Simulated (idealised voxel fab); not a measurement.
process module | voxel fin reveal
cross-section cut | 260 nm wide | cells 5 nm
A cross-section is a grid of square cells, given in bands from the top down. A band is one or more rows of cells.
Each band's line starts with the height of the band's top and of its bottom, in nm. Then come its materials from left to right, each with its width in nm. One material with "throughout" fills the band from edge to edge. "air" is empty space.
Height 0 is the level under which the wafer as received is all one material. The lowest band goes on downwards, as in "0 down".
A width such as "30 to 40" changes by the same amount from each row of cells to the next, from the band's top row to its bottom row.
"no change" after a step means that no cell of the cross-section changed.
closed voids: empty space of 8 cells or more with no open way to the top, each as width x height at its distance from the left edge, in nm
after a step's settings: what the simulator itself notes on the step
overlay nm, on a step with a mask: how far to the right of its planned place the mask lay; to the left if negative
plan
1 op RECEIVE | material Si
2 op CONFORMAL_DEP | material SiN | thk nm 5
3 op PATTERN | tone cover | mask id FINS | material resist | width nm 15 | pitch nm 40 | thk nm 20 | overlay nm 0
4 op DIRECTIONAL_ETCH | etch materials SiN | depth nm 5
5 op DIRECTIONAL_ETCH | etch materials Si | depth nm 30
6 op STRIP | etch materials resist
7 op OXIDIZE | depth nm 5
8 op FILL_DEP | material SiO2 | thk nm 15
9 op CMP | height nm 5
10 op SELECTIVE_ETCH | etch materials SiO2 | depth nm 15
11 op STRIP | etch materials SiN
12 op CONFORMAL_DEP | material HfO2 | thk nm 5
as received, after step 1
  0 down: Si throughout
  closed voids: none
a wafer at the end: this start, this plan, one mistake
  0 to -10: air 85 | Si 5 | air 35 | Si 5 | air 35 | Si 5 | air 90
  -10 to -35: SiO2 85 | Si 5 | SiO2 35 | Si 5 | SiO2 35 | Si 5 | SiO2 90
  -35 down: Si throughout
  closed voids: none
what went wrong: step 12 was left out
